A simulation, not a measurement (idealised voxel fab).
The document below concerns the process module designated voxel ribs on slabs.
Xsec cut, 165 nm wide, square cell size 5 nm.
Cross-sections here: square-cell grids, written as top-down lists of bands, a band being one or more rows of cells.
The band entry comprises the height of the band's top followed by the height of its bottom, expressed in nm, and subsequently the band's materials from left to right, each stated together with its width in nm. Where a single material is marked with the word "all across", that material fills the band from edge to edge. The word "air" represents empty space.
Beneath 0, the wafer as received is one material, and that level is where height counting begins. The lowest band goes on downward without a bottom; it is written like "0..down".
So if you see something like "30->40" for the width, read it as the top row of the band sitting at the first number and the bottom row at the second, with every row in between moving by the same amount as the last.
The cross-section has no changed cell in any step marked "nothing was modified".
Enclosed voids (no open way to top), threshold 8 cells or more, entry "Sealed internal voids", notation width x height at distance, distance from left edge, nm.
On a step's line, text after the settings is the simulator commenting on that step.
The "overlay nm" setting may appear on a step's line; for a step that uses a mask, it gives how far to the right of its planned position the mask lay, and a negative value indicates the left.

Steps planned for the process:
1 RECEIVE | material Si
2 DIRECTIONAL_DEP | material SiO2 | thk nm 30
3 DIRECTIONAL_DEP | material SiN | thk nm 25
4 MASKED_ETCH | tone cover | mask id RIB | width nm 25 | etch materials SiN | depth nm 15 | overlay nm 0
5 DIRECTIONAL_DEP | material aC | thk nm 15
6 PATTERN | tone cover | mask id SLAB | material resist | width nm 55 | thk nm 30 | overlay nm 0
7 DIRECTIONAL_ETCH | etch materials aC | depth nm 15
8 STRIP | etch materials resist
9 DIRECTIONAL_ETCH | etch materials SiN | depth nm 10
10 STRIP | etch materials aC
11 FILL_DEP | material SiO2 | thk nm 15
12 CMP | height nm 65
13 DIRECTIONAL_DEP | material W | thk nm 5
14 PATTERN | tone cover | mask id HEATER | material resist | width nm 35 | thk nm 20 | overlay nm 0
15 DIRECTIONAL_ETCH | etch materials W | depth nm 5
16 STRIP | etch materials resist
17 CONFORMAL_DEP | material SiO2 | thk nm 5

Delivered wafer in cross-section: state after step 1:
> 0..down: Si all across
> Sealed internal voids: none

Module complete, cross-section. Starting point and plan per above. One mistake made in running the module:
> 75..70: air: 60 | SiO2: 45 | air: 60
> 70..65: SiO2: 65 | W: 35 | SiO2: 65
> 65..55: SiO2 all across
> 55..40: SiO2: 60 | SiN: 25 | SiO2: 80
> 40..30: SiO2: 55 | SiN: 55 | SiO2: 55
> 30..0: SiO2 all across
> 0..down: Si all across
> Sealed internal voids: none
Which mistake was made when the wafer was run? step 4 deviated from plan and actually ran as MASKED_ETCH | tone cover | mask id RIB | width nm 25 | etch materials SiN | depth nm 15 | overlay nm -10
